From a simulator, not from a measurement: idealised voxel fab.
process module | voxel ribs on slabs
cross-section cut | 255 nm wide | cells 5 nm
A cross-section is a grid of square cells, given in bands from the top down. A band is one or more rows of cells.
Each band's line starts with the height of the band's top and of its bottom, in nm. Then come its materials from left to right, each with its width in nm. One material with "throughout" fills the band from edge to edge. "air" is empty space.
Height 0 is the level under which the wafer as received is all one material. The lowest band goes on downwards, as in "0 down".
A width such as "30 to 40" changes by the same amount from each row of cells to the next, from the band's top row to its bottom row.
"no change" after a step means that no cell of the cross-section changed.
closed voids: empty space of 8 cells or more with no open way to the top, each as width x height at its distance from the left edge, in nm
after a step's settings: what the simulator itself notes on the step
overlay nm, on a step with a mask: how far to the right of its planned place the mask lay; to the left if negative
plan
1 op RECEIVE | material Si
2 op DIRECTIONAL_DEP | material SiO2 | thk nm 30
3 op DIRECTIONAL_DEP | material SiN | thk nm 15
4 op MASKED_ETCH | tone cover | mask id RIB | width nm 20 | etch materials SiN | depth nm 5 | overlay nm 0
5 op PATTERN | tone cover | mask id SLAB | material resist | width nm 70 | thk nm 20 | overlay nm 0
6 op DIRECTIONAL_ETCH | etch materials SiN | depth nm 10
7 op STRIP | etch materials resist
8 op FILL_DEP | material SiO2 | thk nm 25
9 op CMP | height nm 60
10 op DIRECTIONAL_DEP | material W | thk nm 10
11 op DIRECTIONAL_DEP | material aC | thk nm 15
12 op PATTERN | tone cover | mask id HEATER | material resist | width nm 30 | thk nm 35 | overlay nm 0
13 op DIRECTIONAL_ETCH | etch materials aC | depth nm 15
14 op STRIP | etch materials resist
15 op DIRECTIONAL_ETCH | etch materials W | depth nm 10
16 op STRIP | etch materials aC
17 op CONFORMAL_DEP | material SiO2 | thk nm 5
first wafer, as planned
as received, after step 1
  0 down: Si throughout
  closed voids: none
after step 2
  30 to 0: SiO2 throughout
  below 0: unchanged
after step 3
  45 to 30: SiN throughout
  below 30: unchanged
after step 4
  45 to 40: air 115 | SiN 20 | air 120
  below 40: unchanged
after step 5
  65 to 45: air 90 | resist 70 | air 95
  45 to 40: air 90 | resist 25 | SiN 20 | resist 25 | air 95
  below 40: unchanged
after step 6
  65 to 45: air 90 | resist 70 | air 95
  45 to 40: air 90 | resist 25 | SiN 20 | resist 25 | air 95
  40 to 30: air 90 | SiN 70 | air 95
  below 30: unchanged
after step 7
  45 to 40: air 115 | SiN 20 | air 120
  below 40: unchanged
after step 8
  70 to 45: SiO2 throughout
  45 to 40: SiO2 115 | SiN 20 | SiO2 120
  40 to 30: SiO2 90 | SiN 70 | SiO2 95
  below 30: unchanged
after step 9
  60 to 45: SiO2 throughout
  below 45: unchanged
after step 10
  70 to 60: W throughout
  below 60: unchanged
after step 11
  85 to 70: aC throughout
  below 70: unchanged
after step 12
  120 to 85: air 110 | resist 30 | air 115
  below 85: unchanged
after step 13
  105 to 85: air 110 | resist 30 | air 115
  85 to 70: air 110 | aC 30 | air 115
  below 70: unchanged
after step 14
  85 to 70: air 110 | aC 30 | air 115
  below 70: unchanged
after step 15
  85 to 70: air 110 | aC 30 | air 115
  70 to 60: air 110 | W 30 | air 115
  below 60: unchanged
after step 16
  70 to 60: air 110 | W 30 | air 115
  below 60: unchanged
after step 17
  75 to 70: air 105 | SiO2 40 | air 110
  70 to 65: air 105 | SiO2 5 | W 30 | SiO2 5 | air 110
  65 to 60: SiO2 110 | W 30 | SiO2 115
  below 60: unchanged
second wafer: like start, like plan, one mistake. Through step 4 it matches the first wafer
when step 5 should have ended
  65 to 45: air 90 | resist 75 | air 90
  45 to 40: air 90 | resist 25 | SiN 20 | resist 30 | air 90
  below 40: unchanged
when step 6 should have ended
  65 to 45: air 90 | resist 75 | air 90
  45 to 40: air 90 | resist 25 | SiN 20 | resist 30 | air 90
  40 to 30: air 90 | SiN 75 | air 90
  below 30: unchanged
when step 7 should have ended
  45 to 40: air 115 | SiN 20 | air 120
  below 40: unchanged
when step 8 should have ended
  70 to 45: SiO2 throughout
  45 to 40: SiO2 115 | SiN 20 | SiO2 120
  40 to 30: SiO2 90 | SiN 75 | SiO2 90
  below 30: unchanged
when step 9 should have ended
  60 to 45: SiO2 throughout
  below 45: unchanged
when step 10 should have ended
  70 to 60: W throughout
  below 60: unchanged
when step 11 should have ended
  85 to 70: aC throughout
  below 70: unchanged
when step 12 should have ended
  120 to 85: air 110 | resist 30 | air 115
  below 85: unchanged
when step 13 should have ended
  105 to 85: air 110 | resist 30 | air 115
  85 to 70: air 110 | aC 30 | air 115
  below 70: unchanged
when step 14 should have ended
  85 to 70: air 110 | aC 30 | air 115
  below 70: unchanged
when step 15 should have ended
  85 to 70: air 110 | aC 30 | air 115
  70 to 60: air 110 | W 30 | air 115
  below 60: unchanged
when step 16 should have ended
  70 to 60: air 110 | W 30 | air 115
  below 60: unchanged
when step 17 should have ended
  75 to 70: air 105 | SiO2 40 | air 110
  70 to 65: air 105 | SiO2 5 | W 30 | SiO2 5 | air 110
  65 to 60: SiO2 110 | W 30 | SiO2 115
  below 60: unchanged
what went wrong: step 5 ran as: op PATTERN | tone cover | mask id SLAB | material resist | width nm 75 | thk nm 20 | overlay nm 0
at the end the second wafer has, in cells: 2 more of SiN | 2 fewer of SiO2
